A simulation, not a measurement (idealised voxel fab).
Name of the process module below: voxel air gaps
Section cut is 270 nm wide and gridded with 5 nm square cells.
A cross-section in this document is a grid of square cells, and it is written down as bands, the top band listed before the ones below it; a band is made up of one or more rows of cells. Read a band's entry like this: the first values are the height of its top and the height of its bottom in nm, and what follows is the sequence of materials from left to right, each with its width in nm. Note that "blank" is empty space, and that a single material marked "all across" reaches across the band from edge to edge. The level at which height equals 0 is the one under which the wafer, as it arrives, is entirely one material. No lower edge exists for the bottom band, which continues downward and is notated as in "0 nm and below". With a width like "30->40", each row of cells in the band differs from the next by the same amount, the top row carrying the first number and the bottom row the second. "everything unchanged", as given for a step, is the statement that not any cell of the cross-section underwent a change during that step. For the entry "Voids, sealed", the listed items are empty spaces with no open way to the top whose size is 8 cells or more; each item follows the pattern width x height at distance, where distance is from the left edge and all three are in nm. Step line, after settings: the simulator's comment on this step. overlay nm: for a step with a mask, the amount by which the mask lay right of where it was planned; a negative amount means left of it.

Planned step list for the process:
1. RECEIVE, material Si
2. CONFORMAL_DEP, material SiO2, thk nm 10
3. CONFORMAL_DEP, material SiN, thk nm 5
4. DIRECTIONAL_DEP, material SiO2, thk nm 35
5. MASKED_ETCH, tone open, mask id LINES, width nm 20, pitch nm 45, etch materials SiO2, depth nm 35, overlay nm 0
6. CONFORMAL_DEP, material TiN, thk nm 5
7. FILL_DEP, material W, thk nm 5
8. CMP, height nm 50
9. EPI, material Ru, thk nm 10
10. SELECTIVE_ETCH, etch materials SiO2, depth nm 45
11. CONFORMAL_DEP, material SiCN, thk nm 5

First wafer, as planned:

Cross-section, incoming material, after step 1:
    0 nm and below = Si all across
    Voids, sealed: none

After step 2: wafer cross-section:
    10 nm to 0 nm = SiO2 all across
    Below 0, no change.

After step 3: wafer cross-section:
    15 nm to 10 nm = SiN all across
    Below 10, no change.

After step 4: wafer cross-section:
    50 nm to 15 nm = SiO2 all across
    Below 15, no change.

After step 5: wafer cross-section:
    50 nm to 15 nm = SiO2 (55) | blank (20) | SiO2 (25) | blank (20) | SiO2 (25) | blank (20) | SiO2 (25) | blank (20) | SiO2 (60)
    Below 15, no change.

After step 6: wafer cross-section:
    55 nm to 50 nm = TiN (60) | blank (10) | TiN (35) | blank (10) | TiN (35) | blank (10) | TiN (35) | blank (10) | TiN (65)
    50 nm to 20 nm = SiO2 (55) | TiN (5) | blank (10) | TiN (5) | SiO2 (25) | TiN (5) | blank (10) | TiN (5) | SiO2 (25) | TiN (5) | blank (10) | TiN (5) | SiO2 (25) | TiN (5) | blank (10) | TiN (5) | SiO2 (60)
    20 nm to 15 nm = SiO2 (55) | TiN (20) | SiO2 (25) | TiN (20) | SiO2 (25) | TiN (20) | SiO2 (25) | TiN (20) | SiO2 (60)
    Below 15, no change.

After step 7: wafer cross-section:
    60 nm to 55 nm = W all across
    55 nm to 50 nm = TiN (60) | W (10) | TiN (35) | W (10) | TiN (35) | W (10) | TiN (35) | W (10) | TiN (65)
    50 nm to 20 nm = SiO2 (55) | TiN (5) | W (10) | TiN (5) | SiO2 (25) | TiN (5) | W (10) | TiN (5) | SiO2 (25) | TiN (5) | W (10) | TiN (5) | SiO2 (25) | TiN (5) | W (10) | TiN (5) | SiO2 (60)
    Below 20, no change.

After step 8: wafer cross-section:
    50 nm to 20 nm = SiO2 (55) | TiN (5) | W (10) | TiN (5) | SiO2 (25) | TiN (5) | W (10) | TiN (5) | SiO2 (25) | TiN (5) | W (10) | TiN (5) | SiO2 (25) | TiN (5) | W (10) | TiN (5) | SiO2 (60)
    Below 20, no change.

After step 9: wafer cross-section:
    60 nm to 50 nm = blank (45) | Ru (40) | blank (5) | Ru (40) | blank (5) | Ru (40) | blank (5) | Ru (40) | blank (50)
    Below 50, no change.

After step 10: wafer cross-section:
    60 nm to 50 nm = blank (45) | Ru (40) | blank (5) | Ru (40) | blank (5) | Ru (40) | blank (5) | Ru (40) | blank (50)
    50 nm to 20 nm = blank (55) | TiN (5) | W (10) | TiN (5) | blank (25) | TiN (5) | W (10) | TiN (5) | blank (25) | TiN (5) | W (10) | TiN (5) | blank (25) | TiN (5) | W (10) | TiN (5) | blank (60)
    20 nm to 15 nm = blank (55) | TiN (20) | blank (25) | TiN (20) | blank (25) | TiN (20) | blank (25) | TiN (20) | blank (60)
    Below 15, no change.

After step 11: wafer cross-section:
    65 nm to 60 nm = blank (40) | SiCN (185) | blank (45)
    60 nm to 50 nm = blank (40) | SiCN (5) | Ru (40) | SiCN (5) | Ru (40) | SiCN (5) | Ru (40) | SiCN (5) | Ru (40) | SiCN (5) | blank (45)
    50 nm to 45 nm = blank (40) | SiCN (15) | TiN (5) | W (10) | TiN (5) | SiCN (25) | TiN (5) | W (10) | TiN (5) | SiCN (25) | TiN (5) | W (10) | TiN (5) | SiCN (25) | TiN (5) | W (10) | TiN (5) | SiCN (15) | blank (45)
    45 nm to 20 nm = blank (50) | SiCN (5) | TiN (5) | W (10) | TiN (5) | SiCN (5) | blank (15) | SiCN (5) | TiN (5) | W (10) | TiN (5) | SiCN (5) | blank (15) | SiCN (5) | TiN (5) | W (10) | TiN (5) | SiCN (5) | blank (15) | SiCN (5) | TiN (5) | W (10) | TiN (5) | SiCN (5) | blank (55)
    20 nm to 15 nm = SiCN (55) | TiN (20) | SiCN (25) | TiN (20) | SiCN (25) | TiN (20) | SiCN (25) | TiN (20) | SiCN (60)
    Below 15, no change.
    Voids, sealed: 15 x 25 at 80; 15 x 25 at 125; 15 x 25 at 170

Second wafer: same start and same plan as the first, one execution error; identical to the first through step 4:

What the second wafer looks like in cross-section when step 5 should have wrapped up:
    50 nm to 15 nm = blank (55) | SiO2 (20) | blank (25) | SiO2 (20) | blank (25) | SiO2 (20) | blank (25) | SiO2 (20) | blank (60)
    Below 15, no change.

What the second wafer looks like in cross-section when step 6 should have wrapped up:
    55 nm to 50 nm = blank (50) | TiN (30) | blank (15) | TiN (30) | blank (15) | TiN (30) | blank (15) | TiN (30) | blank (55)
    50 nm to 20 nm = blank (50) | TiN (5) | SiO2 (20) | TiN (5) | blank (15) | TiN (5) | SiO2 (20) | TiN (5) | blank (15) | TiN (5) | SiO2 (20) | TiN (5) | blank (15) | TiN (5) | SiO2 (20) | TiN (5) | blank (55)
    20 nm to 15 nm = TiN (55) | SiO2 (20) | TiN (25) | SiO2 (20) | TiN (25) | SiO2 (20) | TiN (25) | SiO2 (20) | TiN (60)
    Below 15, no change.

What the second wafer looks like in cross-section when step 7 should have wrapped up:
    60 nm to 55 nm = W all across
    55 nm to 50 nm = W (50) | TiN (30) | W (15) | TiN (30) | W (15) | TiN (30) | W (15) | TiN (30) | W (55)
    50 nm to 20 nm = W (50) | TiN (5) | SiO2 (20) | TiN (5) | W (15) | TiN (5) | SiO2 (20) | TiN (5) | W (15) | TiN (5) | SiO2 (20) | TiN (5) | W (15) | TiN (5) | SiO2 (20) | TiN (5) | W (55)
    Below 20, no change.

What the second wafer looks like in cross-section when step 8 should have wrapped up:
    50 nm to 20 nm = W (50) | TiN (5) | SiO2 (20) | TiN (5) | W (15) | TiN (5) | SiO2 (20) | TiN (5) | W (15) | TiN (5) | SiO2 (20) | TiN (5) | W (15) | TiN (5) | SiO2 (20) | TiN (5) | W (55)
    Below 20, no change.

What the second wafer looks like in cross-section when step 9 should have wrapped up:
    60 nm to 50 nm = Ru all across
    Below 50, no change.

What the second wafer looks like in cross-section when step 10 should have wrapped up: everything unchanged

What the second wafer looks like in cross-section when step 11 should have wrapped up:
    65 nm to 60 nm = SiCN all across
    Below 60, no change.
Diagnosis: not per plan at step 5, really ran MASKED_ETCH, tone cover, mask id LINES, width nm 20, pitch nm 45, etch materials SiO2, depth nm 35, overlay nm 0
Upon completion, the second wafer contains, in terms of cells, a greater or smaller amount of certain materials than the first wafer: +44 Ru | -92 SiCN | +112 SiO2 | +22 TiN | +132 W
Wafer, first: 3 closed voids at end. Wafer, second: 0.
